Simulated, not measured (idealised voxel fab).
process module | voxel self aligned contacts
cross-section cut | 290 nm wide | cells 5 nm
A cross-section is a grid of square cells, given in bands from the top down. A band is one or more rows of cells.
Each band's line starts with the height of the band's top and of its bottom, in nm. Then come its materials from left to right, each with its width in nm. One material with "throughout" fills the band from edge to edge. "air" is empty space.
Height 0 is the level under which the wafer as received is all one material. The lowest band goes on downwards, as in "0 down".
A width such as "30 to 40" changes by the same amount from each row of cells to the next, from the band's top row to its bottom row.
"no change" after a step means that no cell of the cross-section changed.
closed voids: empty space of 8 cells or more with no open way to the top, each as width x height at its distance from the left edge, in nm
after a step's settings: what the simulator itself notes on the step
overlay nm, on a step with a mask: how far to the right of its planned place the mask lay; to the left if negative
plan
1 op RECEIVE | material Si
2 op CONFORMAL_DEP | material SiO2 | thk nm 5
3 op DIRECTIONAL_DEP | material polySi | thk nm 25
4 op DIRECTIONAL_DEP | material SiN | thk nm 25
5 op PATTERN | tone cover | mask id GATE | material resist | width nm 25 | pitch nm 60 | thk nm 15 | overlay nm 0
6 op DIRECTIONAL_ETCH | etch materials SiN | depth nm 25
7 op DIRECTIONAL_ETCH | etch materials polySi | depth nm 25
8 op STRIP | etch materials resist
9 op CONFORMAL_DEP | material SiN | thk nm 10
10 op DIRECTIONAL_ETCH | etch materials SiN | depth nm 10
11 op FILL_DEP | material SiO2 | thk nm 15
12 op CMP | height nm 65
13 op DIRECTIONAL_DEP | material aC | thk nm 10
14 op PATTERN | tone open | mask id CONTACT | material resist | width nm 45 | pitch nm 60 | thk nm 30 | overlay nm 0
15 op DIRECTIONAL_ETCH | etch materials aC | depth nm 10
16 op STRIP | etch materials resist
17 op DIRECTIONAL_ETCH | etch materials SiO2 | depth nm 65
18 op STRIP | etch materials aC
19 op CONFORMAL_DEP | material TiN | thk nm 5
20 op FILL_DEP | material W | thk nm 10
21 op CMP | height nm 65
22 op CONFORMAL_DEP | material SiCN | thk nm 5
as received, after step 1
  0 down: Si throughout
  closed voids: none
first wafer at the end, as planned
  70 to 65: SiCN throughout
  65 to 55: SiO2 90 | TiN 5 to 20 | W 35 to 5 | TiN 5 to 20 | SiO2 15 | TiN 5 to 20 | W 35 to 5 | TiN 5 to 20 | SiO2 95
  55 to 30: SiO2 60 | SiN 45 | TiN 5 | W 5 | TiN 5 | SiN 45 | TiN 5 | W 5 | TiN 5 | SiN 45 | SiO2 65
  30 to 5: SiO2 60 | SiN 10 | polySi 25 | SiN 10 | TiN 5 | W 5 | TiN 5 | SiN 10 | polySi 25 | SiN 10 | TiN 5 | W 5 | TiN 5 | SiN 10 | polySi 25 | SiN 10 | SiO2 65
  5 to 0: SiO2 105 | TiN 15 | SiO2 45 | TiN 15 | SiO2 110
  0 down: Si throughout
  closed voids: none
second wafer at the end: like start, like plan, one mistake
  70 to 65: SiN throughout
  65 to 55: SiO2 90 | TiN 5 to 20 | W 35 to 5 | TiN 5 to 20 | SiO2 15 | TiN 5 to 20 | W 35 to 5 | TiN 5 to 20 | SiO2 95
  55 to 30: SiO2 60 | SiN 45 | TiN 5 | W 5 | TiN 5 | SiN 45 | TiN 5 | W 5 | TiN 5 | SiN 45 | SiO2 65
  30 to 5: SiO2 60 | SiN 10 | polySi 25 | SiN 10 | TiN 5 | W 5 | TiN 5 | SiN 10 | polySi 25 | SiN 10 | TiN 5 | W 5 | TiN 5 | SiN 10 | polySi 25 | SiN 10 | SiO2 65
  5 to 0: SiO2 105 | TiN 15 | SiO2 45 | TiN 15 | SiO2 110
  0 down: Si throughout
  closed voids: none
what went wrong: step 22 ran as: op CONFORMAL_DEP | material SiN | thk nm 5
at the end the second wafer has, in cells: 58 fewer of SiCN | 58 more of SiN
